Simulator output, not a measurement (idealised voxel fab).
This section sets out a process module, namely voxel capacitor over wiring.
Pictured: cross-section cut, 280 nm wide, on a grid of 5 nm square cells.
If you're reading a cross-section in this doc, picture square cells in a grid; it comes to you as bands, top ones listed first down to the bottom, and a band can be one or more rows of cells. Each band's line starts with the height of the band's top and of its bottom, in nm. Then come its materials from left to right, each with its width in nm. One material with "everywhere" fills the band from edge to edge. "empty" is empty space. Height datum 0, below which the as-received substrate wafer is one material. Lowest band open at the bottom, running downward: "from 0 down". With a width like "30..40", each row of cells in the band differs from the next by the same amount, the top row carrying the first number and the bottom row the second. "no change" -> step changed no cross-section cell. Under "Closed-off voids" you'll find the enclosed gaps, the ones with no way out to the top, that are 8 cells or bigger; each reads width x height at distance, with distance counted from the left edge, everything in nm. It should be noted that, on the line of a given step, the content following the step's settings is a remark produced by the simulator itself with respect to that step. When a step includes a mask, the "overlay nm" setting on its line states how far to the right of its planned place that mask lay, and negative values state how far to the left.

Process steps (planned):
| 1 | op RECEIVE | material Si |
| 2 | op CONFORMAL_DEP | material SiO2 | thk nm 15 |
| 3 | op CONFORMAL_DEP | material SiCN | thk nm 5 |
| 4 | op DIRECTIONAL_DEP | material lowk | thk nm 25 |
| 5 | op PATTERN | tone open | mask id METAL_1 | material resist | width nm 20 | pitch nm 90 | thk nm 15 | overlay nm 0 |
| 6 | op DIRECTIONAL_ETCH | etch materials lowk | depth nm 25 |
| 7 | op DIRECTIONAL_ETCH | etch materials SiCN | depth nm 5 |
| 8 | op STRIP | etch materials resist |
| 9 | op CONFORMAL_DEP | material TiN | thk nm 5 |
| 10 | op FILL_DEP | material W | thk nm 5 |
| 11 | op CMP | height nm 45 |
| 12 | op EPI | material Ru | thk nm 5 |
| 13 | op FILL_DEP | material SiCN | thk nm 5 |
| 14 | op DIRECTIONAL_DEP | material SiO2 | thk nm 20 |
| 15 | op MASKED_ETCH | tone open | mask id PLUG_1 | width nm 15 | etch materials SiO2 | depth nm 20 | overlay nm 0 |
| 16 | op MASKED_ETCH | tone open | mask id PLUG_1 | width nm 15 | etch materials SiCN | depth nm 5 | overlay nm 0 |
| 17 | op CONFORMAL_DEP | material TiN | thk nm 5 |
| 18 | op FILL_DEP | material W | thk nm 10 |
| 19 | op CMP | height nm 75 |
| 20 | op DIRECTIONAL_DEP | material TiN | thk nm 5 |
| 21 | op DIRECTIONAL_DEP | material SiN | thk nm 5 |
| 22 | op DIRECTIONAL_DEP | material TiN | thk nm 5 |
| 23 | op MASKED_ETCH | tone cover | mask id UPPER_PLATE | width nm 75 | etch materials TiN | depth nm 5 | overlay nm 0 |
| 24 | op MASKED_ETCH | tone cover | mask id UPPER_PLATE | width nm 75 | etch materials SiN | depth nm 5 | overlay nm 0 |
| 25 | op MASKED_ETCH | tone cover | mask id LOWER_PLATE | width nm 85 | etch materials TiN | depth nm 5 | overlay nm 0 |
| 26 | op FILL_DEP | material SiO2 | thk nm 20 |
| 27 | op CMP | height nm 105 |
| 28 | op PATTERN | tone open | mask id PLUG_2 | material resist | width nm 15 | thk nm 15 | overlay nm 0 |
| 29 | op DIRECTIONAL_ETCH | etch materials SiO2 | depth nm 15 |
| 30 | op STRIP | etch materials resist |
| 31 | op CONFORMAL_DEP | material TiN | thk nm 5 |
| 32 | op FILL_DEP | material W | thk nm 10 |
| 33 | op CMP | height nm 105 |
| 34 | op CONFORMAL_DEP | material SiN | thk nm 5 |

As-received state of the wafer in cross-section, equivalent to post-step 1:
  from 0 down  Si everywhere
  Closed-off voids: none

The first of the two wafers as seen in cross-section once the module was finished; processing followed the plan:
  from 110 to 105  SiN everywhere
  from 105 to 95  100 nm SiO2 | 5 nm TiN | 5 nm W | 5 nm TiN | 165 nm SiO2
  from 95 to 85  100..90 nm SiO2 | 15..75 nm TiN | 165..115 nm SiO2
  from 85 to 80  90 nm SiO2 | 75 nm SiN | 115 nm SiO2
  from 80 to 75  85 nm SiO2 | 85 nm TiN | 110 nm SiO2
  from 75 to 55  90 nm SiO2 | 5 nm TiN | 5 nm W | 5 nm TiN | 175 nm SiO2
  from 55 to 50  90 nm SiCN | 15 nm TiN | 175 nm SiCN
  from 50 to 45  80 nm SiCN | 30 nm Ru | 60 nm SiCN | 30 nm Ru | 80 nm SiCN
  from 45 to 20  85 nm lowk | 5 nm TiN | 10 nm W | 5 nm TiN | 70 nm lowk | 5 nm TiN | 10 nm W | 5 nm TiN | 85 nm lowk
  from 20 to 15  85 nm SiCN | 20 nm TiN | 70 nm SiCN | 20 nm TiN | 85 nm SiCN
  from 15 to 0  SiO2 everywhere
  from 0 down  Si everywhere
  Closed-off voids: none

Wafer two, sectioned after the module: the first wafer's start, the first wafer's plan, and one mistake in how it was run:
  from 110 to 105  SiN everywhere
  from 105 to 95  100 nm SiO2 | 5 nm TiN | 5 nm W | 5 nm TiN | 165 nm SiO2
  from 95 to 85  100..90 nm SiO2 | 15..75 nm TiN | 165..115 nm SiO2
  from 85 to 80  90 nm SiO2 | 75 nm SiN | 115 nm SiO2
  from 80 to 75  85 nm SiO2 | 85 nm TiN | 110 nm SiO2
  from 75 to 70  75 nm W | 20 nm TiN | 5 nm W | 15 nm TiN | 50 nm W | 40 nm TiN | 75 nm W
  from 70 to 65  80 nm TiN | 10 nm SiO2 | 5 nm TiN | 5 nm W | 5 nm TiN | 5 nm SiO2 | 60 nm TiN | 30 nm SiO2 | 80 nm TiN
  from 65 to 55  90 nm SiO2 | 5 nm TiN | 5 nm W | 5 nm TiN | 175 nm SiO2
  from 55 to 50  90 nm SiO2 | 15 nm TiN | 175 nm SiO2
  from 50 to 45  80 nm SiO2 | 30 nm Ru | 60 nm SiO2 | 30 nm Ru | 80 nm SiO2
  from 45 to 20  85 nm lowk | 5 nm TiN | 10 nm W | 5 nm TiN | 70 nm lowk | 5 nm TiN | 10 nm W | 5 nm TiN | 85 nm lowk
  from 20 to 15  85 nm SiCN | 20 nm TiN | 70 nm SiCN | 20 nm TiN | 85 nm SiCN
  from 15 to 0  SiO2 everywhere
  from 0 down  Si everywhere
  Closed-off voids: none
What was the processing mistake? it should be noted that step 13 of the plan was omitted and was not performed
Final wafer comparison in cells, second versus first, more or fewer per material: -97 SiCN | +57 TiN | +40 W
